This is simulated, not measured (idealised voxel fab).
Process module heading - voxel ribs on slabs
For reference, the cross-section in this document is cut, with width 290 nm and square cells of 5 nm.
Throughout this document, each cross-section is represented as a grid of square cells and is presented as a sequence of bands enumerated from the top downward, where a band comprises one or more rows of cells.
For a band, the entry starts with two heights in nm, that of the top and then that of the bottom, and carries on with the band's materials in order from left to right, each alongside its width in nm; the word "everywhere" beside a single material means it fills the band edge to edge, and "empty" means empty space.
A quick word on heights: they are counted from 0, and under that level the wafer as it came to us is one material throughout. The lowest band is different from the rest in having no bottom; it simply continues downward, written as in "top 0, no bottom".
The width entry "30..40" should be interpreted row by row: the top row of cells in the band takes the first number, the bottom row takes the second number, and the change between adjacent rows is uniform throughout.
Take "remained unchanged" at face value: in the step it is given for, the cross-section changed in none of its cells.
Entry "Closed internal cavities". Content: empty spaces with no open connection to the top, size 8 cells or greater. Each: width x height at distance. Distance: from left edge. Unit: nm.
Read whatever lies past the settings on a step's line as the simulator's own remark about the step.
Regarding "overlay nm": on a step with a mask, it is the distance the mask lay to the right of its planned place; a negative value places it to the left.
What follows is a series of pairs. Each pair shows a cross-section before one process step and the cross-section after it, and the after view is drawn only down to the lowest band that changed. Beneath each pair is the step that lies between the two, with its settings. Pairs may come from different runs of this module on the same starting wafer, so a pair continues from the one above it only where its entry headed "Pre-process state" says so.

Pre-process state
    top 70, bottom 65 = empty 115 nm, then TiN 40 nm, then empty 135 nm
    top 65, bottom 45 = SiO2 everywhere
    top 45, bottom 35 = SiO2 130 nm, then SiN 30 nm, then SiO2 130 nm
    top 35, bottom 25 = SiO2 115 nm, then SiN 60 nm, then SiO2 115 nm
    top 25, bottom 0 = SiO2 everywhere
    top 0, no bottom = Si everywhere
    Closed internal cavities: none

Section After Processing
    top 75, bottom 70 = empty 110 nm, then SiO2 50 nm, then empty 130 nm
    top 70, bottom 65 = SiO2 115 nm, then TiN 40 nm, then SiO2 135 nm
    Unchanged below 65.
    Closed internal cavities: none
The two cross-sections above bracket this step: op CONFORMAL_DEP | material SiO2 | thk nm 5

Pre-process state
    top 65, bottom 45 = SiO2 everywhere
    top 45, bottom 35 = SiO2 130 nm, then SiN 30 nm, then SiO2 130 nm
    top 35, bottom 25 = SiO2 115 nm, then SiN 60 nm, then SiO2 115 nm
    top 25, bottom 0 = SiO2 everywhere
    top 0, no bottom = Si everywhere
    Closed internal cavities: none

Section After Processing
    top 70, bottom 45 = SiO2 everywhere
    Unchanged below 45.
    Closed internal cavities: none
The two cross-sections above bracket this step: op DIRECTIONAL_DEP | material SiO2 | thk nm 5

Pre-process state: no separate figure, the pair right above already shows it after its step.

Section After Processing
    top 85, bottom 70 = empty 125 nm, then resist 40 nm, then empty 125 nm
    Unchanged below 70.
    Closed internal cavities: none
The two cross-sections above bracket this step: op PATTERN | tone cover | mask id HEATER | material resist | width nm 40 | thk nm 15 | overlay nm 0

Pre-process state: no separate figure, the pair right above already shows it after its step.

Section After Processing
    top 70, bottom 45 = SiO2 everywhere
    Unchanged below 45.
    Closed internal cavities: none
The two cross-sections above bracket this step: op STRIP | etch materials resist

Pre-process state: no separate figure, the pair right above already shows it after its step.

Section After Processing
    top 75, bottom 45 = SiO2 everywhere
    Unchanged below 45.
    Closed internal cavities: none
The two cross-sections above bracket this step: op CONFORMAL_DEP | material SiO2 | thk nm 5

Pre-process state
    top 70, bottom 65 = TiN everywhere
    top 65, bottom 45 = SiO2 everywhere
    top 45, bottom 35 = SiO2 130 nm, then SiN 30 nm, then SiO2 130 nm
    top 35, bottom 25 = SiO2 115 nm, then SiN 60 nm, then SiO2 115 nm
    top 25, bottom 0 = SiO2 everywhere
    top 0, no bottom = Si everywhere
    Closed internal cavities: none

Section After Processing
    top 85, bottom 70 = resist 125 nm, then empty 40 nm, then resist 125 nm
    Unchanged below 70.
    Closed internal cavities: none
The two cross-sections above bracket this step: op PATTERN | tone open | mask id HEATER | material resist | width nm 40 | thk nm 15 | overlay nm 0

Pre-process state: no separate figure, the pair right above already shows it after its step.

Section After Processing
    top 85, bottom 70 = resist 125 nm, then empty 40 nm, then resist 125 nm
    top 70, bottom 65 = TiN 125 nm, then empty 40 nm, then TiN 125 nm
    Unchanged below 65.
    Closed internal cavities: none
The two cross-sections above bracket this step: op DIRECTIONAL_ETCH | etch materials TiN | depth nm 5

Pre-process state: no separate figure, the pair right above already shows it after its step.

Section After Processing
    top 70, bottom 65 = TiN 125 nm, then empty 40 nm, then TiN 125 nm
    Unchanged below 65.
    Closed internal cavities: none
The two cross-sections above bracket this step: op STRIP | etch materials resist

Pre-process state: no separate figure, the pair right above already shows it after its step.

Section After Processing
    top 75, bottom 70 = SiO2 130 nm, then empty 30 nm, then SiO2 130 nm
    top 70, bottom 65 = TiN 125 nm, then SiO2 40 nm, then TiN 125 nm
    Unchanged below 65.
    Closed internal cavities: none
The two cross-sections above bracket this step: op CONFORMAL_DEP | material SiO2 | thk nm 5
